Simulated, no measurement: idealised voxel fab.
Process module heading - voxel self aligned contacts
cross-section cut | 220 nm wide | cells 5 nm
Heads up, the way a cross-section reads in here is a grid of square cells, handed over as bands from the top down, with every band being one or more rows of cells.
Heights first: top, then bottom, in nm. Then materials, left to right, each with a width in nm. "edge to edge" on a single material: fills the band edge to edge. "blank": empty space.
Heads up on the height convention: 0 is the point under which the incoming wafer is all one material, and the lowest band has no bottom, it just keeps going down, like "from 0 down".
Top row gets the first number, bottom row gets the second, and each row in between changes by the same step: that is how a band width like "30 to 40" works.
Given "remained the same" for a step, no cell of the cross-section differs between before and after that step.
Each empty space that has no open way to the top and spans at least 8 cells appears under "Trapped void list" as width x height at distance, the distance counted from the left edge, all in nm.
The remark found on a step's line after its settings is issued by the simulator itself and pertains to that step.
overlay nm: right-of-plan distance of the mask on a masked step; negative values mean left-of-plan.
List of planned process steps:
1,RECEIVE with material Si
2,CONFORMAL_DEP with material SiO2, thk nm 5
3,DIRECTIONAL_DEP with material polySi, thk nm 25
4,DIRECTIONAL_DEP with material SiN, thk nm 25
5,DIRECTIONAL_DEP with material aC, thk nm 15
6,PATTERN with tone cover, mask id GATE, material resist, width nm 25, pitch nm 70, thk nm 30, overlay nm 0
7,DIRECTIONAL_ETCH with etch materials aC, depth nm 15
8,STRIP with etch materials resist
9,DIRECTIONAL_ETCH with etch materials SiN, depth nm 25
10,DIRECTIONAL_ETCH with etch materials polySi, depth nm 25
11,STRIP with etch materials aC
12,CONFORMAL_DEP with material SiN, thk nm 10
13,DIRECTIONAL_ETCH with etch materials SiN, depth nm 10
14,FILL_DEP with material SiO2, thk nm 20
15,CMP with height nm 65
16,PATTERN with tone open, mask id CONTACT, material resist, width nm 55, thk nm 20, overlay nm 0
17,DIRECTIONAL_ETCH with etch materials SiO2, depth nm 65
18,STRIP with etch materials resist
19,CONFORMAL_DEP with material TiN, thk nm 5
20,FILL_DEP with material W, thk nm 10
21,CMP with height nm 65
22,CONFORMAL_DEP with material SiN, thk nm 5
Cross-sectional view of the wafer in its as-received condition, corresponding to the state after step 1:
    from 0 down: Si edge to edge
    Trapped void list: none
Wafer at module end, in section. Began as above, planned as above, run with one mistake:
    from 70 to 65: SiN edge to edge
    from 65 to 50: SiO2 (80) | TiN (5) | W (45) | TiN (5) | SiO2 (85)
    from 50 to 45: SiO2 (80) | TiN (10) | W (35) | TiN (10) | SiO2 (85)
    from 45 to 30: SiO2 (60) | SiN (25) | TiN (5) | W (35) | TiN (5) | SiN (25) | SiO2 (65)
    from 30 to 5: SiO2 (60) | polySi (25) | TiN (5) | W (35) | TiN (5) | polySi (25) | SiO2 (65)
    from 5 to 0: SiO2 (85) | TiN (45) | SiO2 (90)
    from 0 down: Si edge to edge
    Trapped void list: none
What broke from the plan during processing? plan step 12 never ran because it was skipped
